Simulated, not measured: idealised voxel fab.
Proc. module: voxel air gaps
The cross-section on display is named cut; it measures 270 nm wide, and its cells are 5 nm squares.
Bands, listed from the top down, are how a cross-section gets written in this document; the cross-section itself is a grid of square cells, and a band is one or more rows of them.
Band: top and bottom heights (nm) first, top before bottom; then materials from left to right, widths in nm. "edge to edge" marks a sole material filling the band edge to edge. "empty" denotes empty space.
Height reference: 0 = level under which incoming wafer is all one material. Lowest band: no bottom, runs on downward, e.g. "0..down".
With a width like "30->40", each row of cells in the band differs from the next by the same amount, the top row carrying the first number and the bottom row the second.
Given "stayed the same" for a step, no cell of the cross-section differs between before and after that step.
This entry, "Non-vented voids", enumerates those empty regions of no fewer than 8 cells that possess no open connection to the top. Each region is reported in the form width x height at distance, the distance being taken from the left edge, with all three quantities expressed in nm.
Read whatever lies past the settings on a step's line as the simulator's own remark about the step.
overlay nm: step with mask; distance mask lay right of planned place; negative value = left of planned place.
Planned step list for the process
| 1 | RECEIVE,material Si |
| 2 | CONFORMAL_DEP,material SiO2,thk nm 10 |
| 3 | CONFORMAL_DEP,material SiCN,thk nm 5 |
| 4 | DIRECTIONAL_DEP,material SiO2,thk nm 40 |
| 5 | PATTERN,tone open,mask id LINES,material resist,width nm 25,pitch nm 55,thk nm 15,overlay nm 0 |
| 6 | DIRECTIONAL_ETCH,etch materials SiO2,depth nm 40 |
| 7 | STRIP,etch materials resist |
| 8 | CONFORMAL_DEP,material TiN,thk nm 5 |
| 9 | FILL_DEP,material Ru,thk nm 5 |
| 10 | CMP,height nm 55 |
| 11 | EPI,material Ru,thk nm 10 |
| 12 | SELECTIVE_ETCH,etch materials SiO2,depth nm 50 |
| 13 | CONFORMAL_DEP,material SiCN,thk nm 5 |
First out of two wafers; run went to plan
Cross-section: wafer on arrival = after step 1
0..down | Si edge to edge
Non-vented voids: none
Cross-section of the wafer subsequent to step 2
10..0 | SiO2 edge to edge
No changes below 0.
Cross-section of the wafer subsequent to step 3
15..10 | SiCN edge to edge
No changes below 10.
Cross-section of the wafer subsequent to step 4
55..15 | SiO2 edge to edge
No changes below 15.
Cross-section of the wafer subsequent to step 5
70..55 | resist=65, empty=25, resist=30, empty=25, resist=30, empty=25, resist=70
No changes below 55.
Cross-section of the wafer subsequent to step 6
70..55 | resist=65, empty=25, resist=30, empty=25, resist=30, empty=25, resist=70
55..15 | SiO2=65, empty=25, SiO2=30, empty=25, SiO2=30, empty=25, SiO2=70
No changes below 15.
Cross-section of the wafer subsequent to step 7
55..15 | SiO2=65, empty=25, SiO2=30, empty=25, SiO2=30, empty=25, SiO2=70
No changes below 15.
Cross-section of the wafer subsequent to step 8
60..55 | TiN=70, empty=15, TiN=40, empty=15, TiN=40, empty=15, TiN=75
55..20 | SiO2=65, TiN=5, empty=15, TiN=5, SiO2=30, TiN=5, empty=15, TiN=5, SiO2=30, TiN=5, empty=15, TiN=5, SiO2=70
20..15 | SiO2=65, TiN=25, SiO2=30, TiN=25, SiO2=30, TiN=25, SiO2=70
No changes below 15.
Cross-section of the wafer subsequent to step 9
65..60 | Ru edge to edge
60..55 | TiN=70, Ru=15, TiN=40, Ru=15, TiN=40, Ru=15, TiN=75
55..20 | SiO2=65, TiN=5, Ru=15, TiN=5, SiO2=30, TiN=5, Ru=15, TiN=5, SiO2=30, TiN=5, Ru=15, TiN=5, SiO2=70
No changes below 20.
Cross-section of the wafer subsequent to step 10
55..20 | SiO2=65, TiN=5, Ru=15, TiN=5, SiO2=30, TiN=5, Ru=15, TiN=5, SiO2=30, TiN=5, Ru=15, TiN=5, SiO2=70
No changes below 20.
Cross-section of the wafer subsequent to step 11
65..55 | empty=55, Ru=45, empty=10, Ru=45, empty=10, Ru=45, empty=60
No changes below 55.
Cross-section of the wafer subsequent to step 12
65..55 | empty=55, Ru=45, empty=10, Ru=45, empty=10, Ru=45, empty=60
55..20 | empty=65, TiN=5, Ru=15, TiN=5, empty=30, TiN=5, Ru=15, TiN=5, empty=30, TiN=5, Ru=15, TiN=5, empty=70
20..15 | empty=65, TiN=25, empty=30, TiN=25, empty=30, TiN=25, empty=70
No changes below 15.
Cross-section of the wafer subsequent to step 13
70..65 | empty=50, SiCN=165, empty=55
65..55 | empty=50, SiCN=5, Ru=45, SiCN=10, Ru=45, SiCN=10, Ru=45, SiCN=5, empty=55
55..50 | empty=50, SiCN=15, TiN=5, Ru=15, TiN=5, SiCN=30, TiN=5, Ru=15, TiN=5, SiCN=30, TiN=5, Ru=15, TiN=5, SiCN=15, empty=55
50..20 | empty=60, SiCN=5, TiN=5, Ru=15, TiN=5, SiCN=5, empty=20, SiCN=5, TiN=5, Ru=15, TiN=5, SiCN=5, empty=20, SiCN=5, TiN=5, Ru=15, TiN=5, SiCN=5, empty=65
20..15 | SiCN=65, TiN=25, SiCN=30, TiN=25, SiCN=30, TiN=25, SiCN=70
No changes below 15.
Non-vented voids: 20 x 30 at 95; 20 x 30 at 150
Second wafer - shared start and plan with the first - one error in running - same as the first up to step 4 inclusive
Cross-section, second wafer, at the end time the plan gives for step 5
70..55 | resist=65, empty=30, resist=25, empty=30, resist=25, empty=30, resist=65
No changes below 55.
Cross-section, second wafer, at the end time the plan gives for step 6
70..55 | resist=65, empty=30, resist=25, empty=30, resist=25, empty=30, resist=65
55..15 | SiO2=65, empty=30, SiO2=25, empty=30, SiO2=25, empty=30, SiO2=65
No changes below 15.
Cross-section, second wafer, at the end time the plan gives for step 7
55..15 | SiO2=65, empty=30, SiO2=25, empty=30, SiO2=25, empty=30, SiO2=65
No changes below 15.
Cross-section, second wafer, at the end time the plan gives for step 8
60..55 | TiN=70, empty=20, TiN=35, empty=20, TiN=35, empty=20, TiN=70
55..20 | SiO2=65, TiN=5, empty=20, TiN=5, SiO2=25, TiN=5, empty=20, TiN=5, SiO2=25, TiN=5, empty=20, TiN=5, SiO2=65
20..15 | SiO2=65, TiN=30, SiO2=25, TiN=30, SiO2=25, TiN=30, SiO2=65
No changes below 15.
Cross-section, second wafer, at the end time the plan gives for step 9
65..60 | Ru edge to edge
60..55 | TiN=70, Ru=20, TiN=35, Ru=20, TiN=35, Ru=20, TiN=70
55..20 | SiO2=65, TiN=5, Ru=20, TiN=5, SiO2=25, TiN=5, Ru=20, TiN=5, SiO2=25, TiN=5, Ru=20, TiN=5, SiO2=65
No changes below 20.
Cross-section, second wafer, at the end time the plan gives for step 10
55..20 | SiO2=65, TiN=5, Ru=20, TiN=5, SiO2=25, TiN=5, Ru=20, TiN=5, SiO2=25, TiN=5, Ru=20, TiN=5, SiO2=65
No changes below 20.
Cross-section, second wafer, at the end time the plan gives for step 11
65..55 | empty=55, Ru=50, empty=5, Ru=50, empty=5, Ru=50, empty=55
No changes below 55.
Cross-section, second wafer, at the end time the plan gives for step 12
65..55 | empty=55, Ru=50, empty=5, Ru=50, empty=5, Ru=50, empty=55
55..20 | empty=65, TiN=5, Ru=20, TiN=5, empty=25, TiN=5, Ru=20, TiN=5, empty=25, TiN=5, Ru=20, TiN=5, empty=65
20..15 | empty=65, TiN=30, empty=25, TiN=30, empty=25, TiN=30, empty=65
No changes below 15.
Cross-section, second wafer, at the end time the plan gives for step 13
70..65 | empty=50, SiCN=170, empty=50
65..55 | empty=50, SiCN=5, Ru=50, SiCN=5, Ru=50, SiCN=5, Ru=50, SiCN=5, empty=50
55..50 | empty=50, SiCN=15, TiN=5, Ru=20, TiN=5, SiCN=25, TiN=5, Ru=20, TiN=5, SiCN=25, TiN=5, Ru=20, TiN=5, SiCN=15, empty=50
50..20 | empty=60, SiCN=5, TiN=5, Ru=20, TiN=5, SiCN=5, empty=15, SiCN=5, TiN=5, Ru=20, TiN=5, SiCN=5, empty=15, SiCN=5, TiN=5, Ru=20, TiN=5, SiCN=5, empty=60
20..15 | SiCN=65, TiN=30, SiCN=25, TiN=30, SiCN=25, TiN=30, SiCN=65
No changes below 15.
Non-vented voids: 15 x 30 at 100; 15 x 30 at 155
The mistake made against the process plan was this: in deviation from the planned setting, step 5 was conducted as PATTERN,tone open,mask id LINES,material resist,width nm 30,pitch nm 55,thk nm 15,overlay nm 0
Cell-count delta at end, second wafer over first, by material: Ru +27, SiCN -8, TiN +3
